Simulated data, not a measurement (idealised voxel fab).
You're looking at the process module voxel self aligned vias.
In the cross-section labelled cut, the width is 175 nm and each square cell is 5 nm.
Square cells in a grid make up a cross-section in this document, and the grid is given as bands, listed from the top down, each one or more rows of cells. The entry gives the band's vertical extent as a top height and a bottom height in nm, then its horizontal make-up as materials from left to right, each with a width in nm. "air" stands for empty space; a single material marked "throughout" fills the band edge to edge. Where do heights start? At 0: under that level the wafer as delivered is made of one material only. And the lowest band has no floor; it just carries on downward, as in "0 down". Width: "30 to 40" (first number = top row, second number = bottom row, same change from row to row of cells). Step note "no modifications" = no cross-section cell changed. "Internal closed voids" lists enclosed empty spaces (at least 8 cells, no open path upward to the top), each as width x height at distance from the left edge, in nm. The remark found on a step's line after its settings is issued by the simulator itself and pertains to that step. The setting "overlay nm" may be written on the line of a step. When the step uses a mask, the value reports how far to the right of the planned place the mask lay, and a negative value reports that it lay to the left. For the reader: what remains of this document is a series of pairs, each showing a cross-section before one process step and a cross-section after that step which reaches down only to the lowest band that changed, with the step between them and its settings set out under the pair. It should not be assumed that a pair continues from the pair above it; the pairs can come from different runs of this module on the same starting wafer, and such continuity exists only where the entry headed "Before the step" says so.
## Before the step
    45 to 40: TiN 45 nm | air 15 nm | TiN 55 nm | air 15 nm | TiN 45 nm
    40 to 25: lowk 40 nm | TiN 5 nm | air 15 nm | TiN 5 nm | lowk 45 nm | TiN 5 nm | air 15 nm | TiN 5 nm | lowk 40 nm
    25 to 20: lowk 40 nm | TiN 25 nm | lowk 45 nm | TiN 25 nm | lowk 40 nm
    20 to 15: SiCN throughout
    15 to 0: SiO2 throughout
    0 down: Si throughout
    Internal closed voids: none
## State After Step
    55 to 45: Ru throughout
    45 to 40: TiN 45 nm | Ru 15 nm | TiN 55 nm | Ru 15 nm | TiN 45 nm
    40 to 25: lowk 40 nm | TiN 5 nm | Ru 15 nm | TiN 5 nm | lowk 45 nm | TiN 5 nm | Ru 15 nm | TiN 5 nm | lowk 40 nm
    Rest of section, below 25: as before.
    Internal closed voids: none
Process step separating the two views above: FILL_DEP, material Ru, thk nm 10
Before the step: nothing new to draw here, it's the after view of the pair just above.
## State After Step
    40 to 25: lowk 40 nm | TiN 5 nm | Ru 15 nm | TiN 5 nm | lowk 45 nm | TiN 5 nm | Ru 15 nm | TiN 5 nm | lowk 40 nm
    Rest of section, below 25: as before.
    Internal closed voids: none
Process step separating the two views above: CMP, height nm 40
Before the step: nothing new to draw here, it's the after view of the pair just above.
## State After Step
    40 to 35: lowk 40 nm | air 25 nm | lowk 45 nm | air 25 nm | lowk 40 nm
    Rest of section, below 35: as before.
    Internal closed voids: none
Process step separating the two views above: SELECTIVE_ETCH, etch materials W Ru TiN, depth nm 5
Before the step: nothing new to draw here, it's the after view of the pair just above.
## State After Step
    50 to 40: SiN throughout
    40 to 35: lowk 40 nm | SiN 25 nm | lowk 45 nm | SiN 25 nm | lowk 40 nm
    Rest of section, below 35: as before.
    Internal closed voids: none
Process step separating the two views above: FILL_DEP, material SiN, thk nm 10
Before the step: nothing new to draw here, it's the after view of the pair just above.
## State After Step
    40 to 35: lowk 40 nm | SiN 25 nm | lowk 45 nm | SiN 25 nm | lowk 40 nm
    Rest of section, below 35: as before.
    Internal closed voids: none
Process step separating the two views above: CMP, height nm 40
Before the step: nothing new to draw here, it's the after view of the pair just above.
## State After Step
    60 to 40: lowk throughout
    Rest of section, below 40: as before.
    Internal closed voids: none
Process step separating the two views above: DIRECTIONAL_DEP, material lowk, thk nm 20
Before the step: nothing new to draw here, it's the after view of the pair just above.
## State After Step
    80 to 60: resist 30 nm | air 40 nm | resist 105 nm
    Rest of section, below 60: as before.
    Internal closed voids: none
Process step separating the two views above: PATTERN, tone open, mask id VIAS, material resist, width nm 40, thk nm 20, overlay nm 0
Before the step: nothing new to draw here, it's the after view of the pair just above.
## State After Step
    80 to 60: resist 30 nm | air 40 nm | resist 105 nm
    60 to 40: lowk 30 nm | air 40 nm | lowk 105 nm
    Rest of section, below 40: as before.
    Internal closed voids: none
Process step separating the two views above: DIRECTIONAL_ETCH, etch materials lowk, depth nm 20
Before the step: nothing new to draw here, it's the after view of the pair just above.
## State After Step
    80 to 60: resist 30 nm | air 40 nm | resist 105 nm
    60 to 40: lowk 30 nm | air 40 nm | lowk 105 nm
    40 to 35: lowk 40 nm | air 25 nm | lowk 45 nm | SiN 25 nm | lowk 40 nm
    Rest of section, below 35: as before.
    Internal closed voids: none
Process step separating the two views above: DIRECTIONAL_ETCH, etch materials SiN, depth nm 5
Before the step: nothing new to draw here, it's the after view of the pair just above.
## State After Step
    60 to 40: lowk 30 nm | air 40 nm | lowk 105 nm
    Rest of section, below 40: as before.
    Internal closed voids: none
Process step separating the two views above: STRIP, etch materials resist
Before the step: nothing new to draw here, it's the after view of the pair just above.
## State After Step
    65 to 60: TiN 35 nm | air 30 nm | TiN 110 nm
    60 to 45: lowk 30 nm | TiN 5 nm | air 30 nm | TiN 5 nm | lowk 105 nm
    45 to 40: lowk 30 nm | TiN 15 nm | air 15 nm | TiN 10 nm | lowk 105 nm
    40 to 35: lowk 40 nm | TiN 25 nm | lowk 45 nm | SiN 25 nm | lowk 40 nm
    Rest of section, below 35: as before.
    Internal closed voids: none
Process step separating the two views above: CONFORMAL_DEP, material TiN, thk nm 5
Before the step: nothing new to draw here, it's the after view of the pair just above.
## State After Step
    70 to 65: W throughout
    65 to 60: TiN 35 nm | W 30 nm | TiN 110 nm
    60 to 45: lowk 30 nm | TiN 5 nm | W 30 nm | TiN 5 nm | lowk 105 nm
    45 to 40: lowk 30 nm | TiN 15 nm | W 15 nm | TiN 10 nm | lowk 105 nm
    Rest of section, below 40: as before.
    Internal closed voids: none
Process step separating the two views above: FILL_DEP, material W, thk nm 5
Before the step: nothing new to draw here, it's the after view of the pair just above.
## State After Step
    60 to 45: lowk 30 nm | TiN 5 nm | W 30 nm | TiN 5 nm | lowk 105 nm
    Rest of section, below 45: as before.
    Internal closed voids: none
Process step separating the two views above: CMP, height nm 60
Before the step: nothing new to draw here, it's the after view of the pair just above.
## State After Step
    65 to 60: SiCN throughout
    Rest of section, below 60: as before.
    Internal closed voids: none
Process step separating the two views above: CONFORMAL_DEP, material SiCN, thk nm 5
## Before the step
    60 to 40: lowk throughout
    40 to 35: lowk 40 nm | SiN 20 nm | lowk 50 nm | SiN 20 nm | lowk 45 nm
    35 to 25: lowk 40 nm | TiN 5 nm | Ru 10 nm | TiN 5 nm | lowk 50 nm | TiN 5 nm | Ru 10 nm | TiN 5 nm | lowk 45 nm
    25 to 20: lowk 40 nm | TiN 20 nm | lowk 50 nm | TiN 20 nm | lowk 45 nm
    20 to 15: SiCN throughout
    15 to 0: SiO2 throughout
    0 down: Si throughout
    Internal closed voids: none
## State After Step
    80 to 60: resist 35 nm | air 40 nm | resist 100 nm
    Rest of section, below 60: as before.
    Internal closed voids: none
Process step separating the two views above: PATTERN, tone open, mask id VIAS, material resist, width nm 40, thk nm 20, overlay nm 5
Before the step: nothing new to draw here, it's the after view of the pair just above.
## State After Step
    80 to 60: resist 35 nm | air 40 nm | resist 100 nm
    60 to 40: lowk 35 nm | air 40 nm | lowk 100 nm
    Rest of section, below 40: as before.
    Internal closed voids: none
Process step separating the two views above: DIRECTIONAL_ETCH, etch materials lowk, depth nm 20
Before the step: nothing new to draw here, it's the after view of the pair just above.
## State After Step
    80 to 60: resist 35 nm | air 40 nm | resist 100 nm
    60 to 40: lowk 35 nm | air 40 nm | lowk 100 nm
    40 to 35: lowk 40 nm | air 20 nm | lowk 50 nm | SiN 20 nm | lowk 45 nm
    Rest of section, below 35: as before.
    Internal closed voids: none
Process step separating the two views above: DIRECTIONAL_ETCH, etch materials SiN, depth nm 5
Before the step: nothing new to draw here, it's the after view of the pair just above.
## State After Step
    60 to 40: lowk 35 nm | air 40 nm | lowk 100 nm
    Rest of section, below 40: as before.
    Internal closed voids: none
Process step separating the two views above: STRIP, etch materials resist
Before the step: nothing new to draw here, it's the after view of the pair just above.
## State After Step
    65 to 60: TiN 40 nm | air 30 nm | TiN 105 nm
    60 to 45: lowk 35 nm | TiN 5 nm | air 30 nm | TiN 5 nm | lowk 100 nm
    45 to 40: lowk 35 nm | TiN 10 nm | air 10 nm | TiN 20 nm | lowk 100 nm
    40 to 35: lowk 40 nm | TiN 20 nm | lowk 50 nm | SiN 20 nm | lowk 45 nm
    Rest of section, below 35: as before.
    Internal closed voids: none
Process step separating the two views above: CONFORMAL_DEP, material TiN, thk nm 5
Before the step: nothing new to draw here, it's the after view of the pair just above.
## State After Step
    70 to 65: W throughout
    65 to 60: TiN 40 nm | W 30 nm | TiN 105 nm
    60 to 45: lowk 35 nm | TiN 5 nm | W 30 nm | TiN 5 nm | lowk 100 nm
    45 to 40: lowk 35 nm | TiN 10 nm | W 10 nm | TiN 20 nm | lowk 100 nm
    Rest of section, below 40: as before.
    Internal closed voids: none
Process step separating the two views above: FILL_DEP, material W, thk nm 5
Before the step: nothing new to draw here, it's the after view of the pair just above.
## State After Step
    60 to 45: lowk 35 nm | TiN 5 nm | W 30 nm | TiN 5 nm | lowk 100 nm
    Rest of section, below 45: as before.
    Internal closed voids: none
Process step separating the two views above: CMP, height nm 60
Before the step: nothing new to draw here, it's the after view of the pair just above.
## State After Step
    65 to 60: SiCN throughout
    Rest of section, below 60: as before.
    Internal closed voids: none
Process step separating the two views above: CONFORMAL_DEP, material SiCN, thk nm 5
## Before the step
    65 to 60: TiN 35 nm | air 30 nm | TiN 110 nm
    60 to 45: lowk 30 nm | TiN 5 nm | air 30 nm | TiN 5 nm | lowk 105 nm
    45 to 40: lowk 30 nm | TiN 15 nm | air 10 nm | TiN 15 nm | lowk 105 nm
    40 to 35: lowk 40 nm | TiN 20 nm | lowk 50 nm | SiN 20 nm | lowk 45 nm
    35 to 25: lowk 40 nm | TiN 5 nm | Ru 10 nm | TiN 5 nm | lowk 50 nm | TiN 5 nm | Ru 10 nm | TiN 5 nm | lowk 45 nm
    25 to 20: lowk 40 nm | TiN 20 nm | lowk 50 nm | TiN 20 nm | lowk 45 nm
    20 to 15: SiCN throughout
    15 to 0: SiO2 throughout
    0 down: Si throughout
    Internal closed voids: none
## State After Step
    70 to 65: SiN throughout
    65 to 60: TiN 35 nm | SiN 30 nm | TiN 110 nm
    60 to 45: lowk 30 nm | TiN 5 nm | SiN 30 nm | TiN 5 nm | lowk 105 nm
    45 to 40: lowk 30 nm | TiN 15 nm | SiN 10 nm | TiN 15 nm | lowk 105 nm
    Rest of section, below 40: as before.
    Internal closed voids: none
Process step separating the two views above: FILL_DEP, material SiN, thk nm 5
Before the step: nothing new to draw here, it's the after view of the pair just above.
## State After Step
    60 to 45: lowk 30 nm | TiN 5 nm | SiN 30 nm | TiN 5 nm | lowk 105 nm
    Rest of section, below 45: as before.
    Internal closed voids: none
Process step separating the two views above: CMP, height nm 60
Before the step: nothing new to draw here, it's the after view of the pair just above.
## State After Step
    65 to 60: SiCN throughout
    Rest of section, below 60: as before.
    Internal closed voids: none
Process step separating the two views above: CONFORMAL_DEP, material SiCN, thk nm 5
## Before the step
    40 to 20: lowk throughout
    20 to 15: SiCN throughout
    15 to 0: SiO2 throughout
    0 down: Si throughout
    Internal closed voids: none
## State After Step
    55 to 40: air 40 nm | resist 20 nm | air 50 nm | resist 20 nm | air 45 nm
    Rest of section, below 40: as before.
    Internal closed voids: none
Process step separating the two views above: PATTERN, tone cover, mask id LINES, material resist, width nm 20, pitch nm 70, thk nm 15, overlay nm 0
Before the step: nothing new to draw here, it's the after view of the pair just above.
## State After Step
    55 to 40: air 40 nm | resist 20 nm | air 50 nm | resist 20 nm | air 45 nm
    40 to 20: air 40 nm | lowk 20 nm | air 50 nm | lowk 20 nm | air 45 nm
    Rest of section, below 20: as before.
    Internal closed voids: none
Process step separating the two views above: DIRECTIONAL_ETCH, etch materials lowk, depth nm 20
Before the step: nothing new to draw here, it's the after view of the pair just above.
## State After Step
    40 to 20: air 40 nm | lowk 20 nm | air 50 nm | lowk 20 nm | air 45 nm
    Rest of section, below 20: as before.
    Internal closed voids: none
Process step separating the two views above: STRIP, etch materials resist
Before the step: nothing new to draw here, it's the after view of the pair just above.
## State After Step
    45 to 40: air 35 nm | TiN 30 nm | air 40 nm | TiN 30 nm | air 40 nm
    40 to 25: air 35 nm | TiN 5 nm | lowk 20 nm | TiN 5 nm | air 40 nm | TiN 5 nm | lowk 20 nm | TiN 5 nm | air 40 nm
    25 to 20: TiN 40 nm | lowk 20 nm | TiN 50 nm | lowk 20 nm | TiN 45 nm
    Rest of section, below 20: as before.
    Internal closed voids: none
Process step separating the two views above: CONFORMAL_DEP, material TiN, thk nm 5
Before the step: nothing new to draw here, it's the after view of the pair just above.
## State After Step
    55 to 45: Ru throughout
    45 to 40: Ru 35 nm | TiN 30 nm | Ru 40 nm | TiN 30 nm | Ru 40 nm
    40 to 25: Ru 35 nm | TiN 5 nm | lowk 20 nm | TiN 5 nm | Ru 40 nm | TiN 5 nm | lowk 20 nm | TiN 5 nm | Ru 40 nm
    Rest of section, below 25: as before.
    Internal closed voids: none
Process step separating the two views above: FILL_DEP, material Ru, thk nm 10
Before the step: nothing new to draw here, it's the after view of the pair just above.
## State After Step
    40 to 25: Ru 35 nm | TiN 5 nm | lowk 20 nm | TiN 5 nm | Ru 40 nm | TiN 5 nm | lowk 20 nm | TiN 5 nm | Ru 40 nm
    Rest of section, below 25: as before.
    Internal closed voids: none
Process step separating the two views above: CMP, height nm 40
Before the step: nothing new to draw here, it's the after view of the pair just above.
## State After Step
    40 to 35: air 40 nm | lowk 20 nm | air 50 nm | lowk 20 nm | air 45 nm
    Rest of section, below 35: as before.
    Internal closed voids: none
Process step separating the two views above: SELECTIVE_ETCH, etch materials W Ru TiN, depth nm 5
Before the step: nothing new to draw here, it's the after view of the pair just above.
## State After Step
    50 to 40: SiN throughout
    40 to 35: SiN 40 nm | lowk 20 nm | SiN 50 nm | lowk 20 nm | SiN 45 nm
    Rest of section, below 35: as before.
    Internal closed voids: none
Process step separating the two views above: FILL_DEP, material SiN, thk nm 10
Before the step: nothing new to draw here, it's the after view of the pair just above.
## State After Step
    40 to 35: SiN 40 nm | lowk 20 nm | SiN 50 nm | lowk 20 nm | SiN 45 nm
    Rest of section, below 35: as before.
    Internal closed voids: none
Process step separating the two views above: CMP, height nm 40
Before the step: nothing new to draw here, it's the after view of the pair just above.
## State After Step
    60 to 40: lowk throughout
    Rest of section, below 40: as before.
    Internal closed voids: none
Process step separating the two views above: DIRECTIONAL_DEP, material lowk, thk nm 20
Before the step: nothing new to draw here, it's the after view of the pair just above.
## State After Step
    80 to 60: resist 30 nm | air 40 nm | resist 105 nm
    Rest of section, below 60: as before.
    Internal closed voids: none
Process step separating the two views above: PATTERN, tone open, mask id VIAS, material resist, width nm 40, thk nm 20, overlay nm 0
Before the step: nothing new to draw here, it's the after view of the pair just above.
## State After Step
    80 to 60: resist 30 nm | air 40 nm | resist 105 nm
    60 to 40: lowk 30 nm | air 40 nm | lowk 105 nm
    Rest of section, below 40: as before.
    Internal closed voids: none
Process step separating the two views above: DIRECTIONAL_ETCH, etch materials lowk, depth nm 20
Before the step: nothing new to draw here, it's the after view of the pair just above.
## State After Step
    80 to 60: resist 30 nm | air 40 nm | resist 105 nm
    60 to 40: lowk 30 nm | air 40 nm | lowk 105 nm
    40 to 35: SiN 30 nm | air 10 nm | lowk 20 nm | air 10 nm | SiN 40 nm | lowk 20 nm | SiN 45 nm
    Rest of section, below 35: as before.
    Internal closed voids: none
Process step separating the two views above: DIRECTIONAL_ETCH, etch materials SiN, depth nm 5
Before the step: nothing new to draw here, it's the after view of the pair just above.
## State After Step
    60 to 40: lowk 30 nm | air 40 nm | lowk 105 nm
    Rest of section, below 40: as before.
    Internal closed voids: none
Process step separating the two views above: STRIP, etch materials resist
Before the step: nothing new to draw here, it's the after view of the pair just above.
## State After Step
    65 to 60: TiN 35 nm | air 30 nm | TiN 110 nm
    60 to 45: lowk 30 nm | TiN 5 nm | air 30 nm | TiN 5 nm | lowk 105 nm
    45 to 40: lowk 30 nm | TiN 40 nm | lowk 105 nm
    40 to 35: SiN 30 nm | TiN 10 nm | lowk 20 nm | TiN 10 nm | SiN 40 nm | lowk 20 nm | SiN 45 nm
    Rest of section, below 35: as before.
    Internal closed voids: none
Process step separating the two views above: CONFORMAL_DEP, material TiN, thk nm 5
Before the step: nothing new to draw here, it's the after view of the pair just above.
## State After Step
    70 to 65: W throughout
    65 to 60: TiN 35 nm | W 30 nm | TiN 110 nm
    60 to 45: lowk 30 nm | TiN 5 nm | W 30 nm | TiN 5 nm | lowk 105 nm
    Rest of section, below 45: as before.
    Internal closed voids: none
Process step separating the two views above: FILL_DEP, material W, thk nm 5
Before the step: nothing new to draw here, it's the after view of the pair just above.
## State After Step
    60 to 45: lowk 30 nm | TiN 5 nm | W 30 nm | TiN 5 nm | lowk 105 nm
    Rest of section, below 45: as before.
    Internal closed voids: none
Process step separating the two views above: CMP, height nm 60
Before the step: nothing new to draw here, it's the after view of the pair just above.
## State After Step
    65 to 60: SiCN throughout
    Rest of section, below 60: as before.
    Internal closed voids: none
Process step separating the two views above: CONFORMAL_DEP, material SiCN, thk nm 5
